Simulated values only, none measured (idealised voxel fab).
Process module under the name voxel gate over fins
Displayed cross-section: cut, width of 265 nm, square cells sized 5 nm.
Just so we're on the same page, the cross-sections are grids of square cells, and they're listed out in bands top to bottom, each band one or more rows deep.
Per band: top height and bottom height in nm, followed by the left-to-right materials and their widths in nm; "full width" marks a single material spanning edge to edge, "air" marks empty space.
Heads up on the height convention: 0 is the point under which the incoming wafer is all one material, and the lowest band has no bottom, it just keeps going down, like "0 and below".
When a width is written as two numbers, as in "30 to 40", the first number is the width in the top row of cells of the band and the second is the width in its bottom row, and the width changes by the same amount from each row to the next.
Take "all unchanged" at face value: in the step it is given for, the cross-section changed in none of its cells.
What "Sealed void listing" gives you is every empty space of 8 cells or more that is cut off from the top. Each appears as width x height at distance, with the distance taken from the left edge and width, height and distance all in nm.
Read whatever lies past the settings on a step's line as the simulator's own remark about the step.
A step line may carry the setting "overlay nm", which, for steps involving a mask, states the distance by which the mask lay to the right of its intended position; negative values denote displacement to the left.
Process steps - plan
1) op RECEIVE | material Si
2) op CONFORMAL_DEP | material SiN | thk nm 5
3) op DIRECTIONAL_DEP | material aC | thk nm 10
4) op PATTERN | tone cover | mask id FINS | material resist | width nm 15 | pitch nm 40 | thk nm 30 | overlay nm 0
5) op DIRECTIONAL_ETCH | etch materials aC | depth nm 10
6) op STRIP | etch materials resist
7) op DIRECTIONAL_ETCH | etch materials SiN | depth nm 5
8) op DIRECTIONAL_ETCH | etch materials Si | depth nm 30
9) op STRIP | etch materials aC
10) op OXIDIZE | depth nm 5
11) op FILL_DEP | material SiO2 | thk nm 15
12) op CMP | height nm 5
13) op SELECTIVE_ETCH | etch materials SiO2 | depth nm 20
14) op STRIP | etch materials SiN
15) op CONFORMAL_DEP | material HfO2 | thk nm 5
16) op CONFORMAL_DEP | material TiN | thk nm 5
17) op FILL_DEP | material W | thk nm 15
18) op CMP | height nm 20
19) op CONFORMAL_DEP | material SiN | thk nm 10
Wafer at receipt (post step 1), cross-section
> 0 and below | Si full width
> Sealed void listing: none
Cross-sectional result after module completion. Note: starting condition and plan are unchanged from above; one processing mistake was made
> 30 down to 20 | SiN full width
> 20 down to 10 | W full width
> 10 down to 5 | 100 nm W, then 25 nm TiN, then 15 nm W, then 25 nm TiN, then 100 nm W
> 5 down to 0 | 100 nm W, then 5 nm TiN, then 15 nm HfO2, then 5 nm TiN, then 15 nm W, then 5 nm TiN, then 15 nm HfO2, then 5 nm TiN, then 100 nm W
> 0 down to -5 | 100 nm W, then 5 nm TiN, then 5 nm HfO2, then 5 nm Si, then 5 nm HfO2, then 5 nm TiN, then 15 nm W, then 5 nm TiN, then 5 nm HfO2, then 5 nm Si, then 5 nm HfO2, then 5 nm TiN, then 100 nm W
> -5 down to -10 | 105 nm TiN, then 5 nm HfO2, then 5 nm Si, then 5 nm HfO2, then 25 nm TiN, then 5 nm HfO2, then 5 nm Si, then 5 nm HfO2, then 105 nm TiN
> -10 down to -15 | 110 nm HfO2, then 5 nm Si, then 35 nm HfO2, then 5 nm Si, then 110 nm HfO2
> -15 down to -65 | 110 nm SiO2, then 5 nm Si, then 35 nm SiO2, then 5 nm Si, then 110 nm SiO2
> -65 and below | Si full width
> Sealed void listing: none
Run error: it should be noted that step 8 of the plan was executed twice
